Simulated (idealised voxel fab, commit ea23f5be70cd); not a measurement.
Process module name: voxel capacitor over wiring
Square cells of 5 nm make up the cross-section cut, whose width is 240 nm.
Square cells in a grid make up a cross-section in this document, and the grid is given as bands, listed from the top down, each one or more rows of cells. First you get the band's top height and its bottom height, in nm, and then the materials it's made of, left to right, with each width in nm. If you see a single material with "full width", that one covers the band edge to edge. "empty" is empty space. Heights are expressed relative to 0, this being the level below which the as-received wafer comprises one material exclusively. The lowest band is unbounded in the downward direction and is denoted as in "z 0 and below". Width: "30 to 40" (first number = top row, second number = bottom row, same change from row to row of cells). What does "no modifications" mean for a step? It means no cell of the cross-section changed in that step. "Closed void roster" lists enclosed empty spaces (at least 8 cells, no open path upward to the top), each as width x height at distance from the left edge, in nm. Anything after a step's settings on that line? It's the simulator's own note about the step. A step line may carry the setting "overlay nm", which, for steps involving a mask, states the distance by which the mask lay to the right of its intended position; negative values denote displacement to the left.
## Process steps foreseen in the plan
1: RECEIVE [material Si]
2: CONFORMAL_DEP [material SiO2] [thk nm 15]
3: DIRECTIONAL_DEP [material TiN] [thk nm 5]
4: DIRECTIONAL_DEP [material W] [thk nm 25]
5: PATTERN [tone cover] [mask id METAL_1] [material resist] [width nm 25] [pitch nm 90] [thk nm 20] [overlay nm 0]
6: DIRECTIONAL_ETCH [etch materials W] [depth nm 25]
7: DIRECTIONAL_ETCH [etch materials TiN] [depth nm 5]
8: STRIP [etch materials resist]
9: CONFORMAL_DEP [material SiN] [thk nm 5]
10: FILL_DEP [material lowk] [thk nm 5]
11: CMP [height nm 45]
12: CONFORMAL_DEP [material SiCN] [thk nm 5]
13: DIRECTIONAL_DEP [material SiO2] [thk nm 15]
14: DIRECTIONAL_DEP [material aC] [thk nm 15]
15: PATTERN [tone open] [mask id PLUG_1] [material resist] [width nm 15] [thk nm 30] [overlay nm 0]
16: DIRECTIONAL_ETCH [etch materials aC] [depth nm 15]
17: STRIP [etch materials resist]
18: DIRECTIONAL_ETCH [etch materials SiO2] [depth nm 15]
19: DIRECTIONAL_ETCH [etch materials SiCN] [depth nm 5]
20: STRIP [etch materials aC]
21: CONFORMAL_DEP [material TiN] [thk nm 5]
22: FILL_DEP [material Ru] [thk nm 10]
23: CMP [height nm 65]
24: DIRECTIONAL_DEP [material TiN] [thk nm 5]
25: DIRECTIONAL_DEP [material Al2O3] [thk nm 5]
26: DIRECTIONAL_DEP [material TiN] [thk nm 5]
27: DIRECTIONAL_DEP [material aC] [thk nm 10]
28: PATTERN [tone cover] [mask id UPPER_PLATE] [material resist] [width nm 70] [thk nm 25] [overlay nm 0]
29: DIRECTIONAL_ETCH [etch materials aC] [depth nm 10]
30: STRIP [etch materials resist]
31: DIRECTIONAL_ETCH [etch materials TiN] [depth nm 5]
32: DIRECTIONAL_ETCH [etch materials Al2O3] [depth nm 5]
33: STRIP [etch materials aC]
34: PATTERN [tone cover] [mask id LOWER_PLATE] [material resist] [width nm 80] [thk nm 15] [overlay nm 0]
35: DIRECTIONAL_ETCH [etch materials TiN] [depth nm 5]
36: STRIP [etch materials resist]
37: FILL_DEP [material SiO2] [thk nm 15]
38: CMP [height nm 90]
39: PATTERN [tone open] [mask id PLUG_2] [material resist] [width nm 15] [thk nm 15] [overlay nm 0]
40: DIRECTIONAL_ETCH [etch materials SiO2] [depth nm 10]
41: STRIP [etch materials resist]
42: CONFORMAL_DEP [material TiN] [thk nm 5]
43: FILL_DEP [material Ru] [thk nm 5]
44: CMP [height nm 90]
45: CONFORMAL_DEP [material SiN] [thk nm 5]
## This is the cross-section of the wafer as we received it, i.e. after step 1
	z 0 and below = Si full width
	Closed void roster: none
## Wafer cross-section at module end: first of two, run to plan
	z 95 to 90 = SiN full width
	z 90 to 85 = 80 of SiO2 | 5 of TiN | 5 of Ru | 5 of TiN | 145 of SiO2
	z 85 to 75 = 80 to 70 of SiO2 | 15 to 70 of TiN | 145 to 100 of SiO2
	z 75 to 70 = 70 of SiO2 | 70 of Al2O3 | 100 of SiO2
	z 70 to 65 = 65 of SiO2 | 80 of TiN | 95 of SiO2
	z 65 to 50 = 70 of SiO2 | 5 of TiN | 5 of Ru | 5 of TiN | 155 of SiO2
	z 50 to 45 = 70 of SiCN | 15 of TiN | 155 of SiCN
	z 45 to 20 = 55 of lowk | 5 of SiN | 25 of W | 5 of SiN | 55 of lowk | 5 of SiN | 25 of W | 5 of SiN | 60 of lowk
	z 20 to 15 = 60 of SiN | 25 of TiN | 65 of SiN | 25 of TiN | 65 of SiN
	z 15 to 0 = SiO2 full width
	z 0 and below = Si full width
	Closed void roster: none
## Second wafer through the module, sectioned at the end: same beginning and same plan as the first wafer, with one mistake in carrying it out
	z 95 to 90 = SiN full width
	z 90 to 85 = 80 of SiO2 | 5 of TiN | 5 of Ru | 5 of TiN | 145 of SiO2
	z 85 to 75 = 80 to 65 of SiO2 | 15 to 80 of TiN | 145 to 95 of SiO2
	z 75 to 70 = 65 of SiO2 | 80 of Al2O3 | 95 of SiO2
	z 70 to 65 = 65 of SiO2 | 80 of TiN | 95 of SiO2
	z 65 to 50 = 70 of SiO2 | 5 of TiN | 5 of Ru | 5 of TiN | 155 of SiO2
	z 50 to 45 = 70 of SiCN | 15 of TiN | 155 of SiCN
	z 45 to 20 = 55 of lowk | 5 of SiN | 25 of W | 5 of SiN | 55 of lowk | 5 of SiN | 25 of W | 5 of SiN | 60 of lowk
	z 20 to 15 = 60 of SiN | 25 of TiN | 65 of SiN | 25 of TiN | 65 of SiN
	z 15 to 0 = SiO2 full width
	z 0 and below = Si full width
	Closed void roster: none
Diagnosis: step 28 changed vs plan, executed as PATTERN [tone cover] [mask id UPPER_PLATE] [material resist] [width nm 80] [thk nm 25] [overlay nm 0]
Final tally in cells, some materials are higher or lower on the second wafer than on the first: Al2O3: 2 more, SiO2: 4 fewer, TiN: 2 more
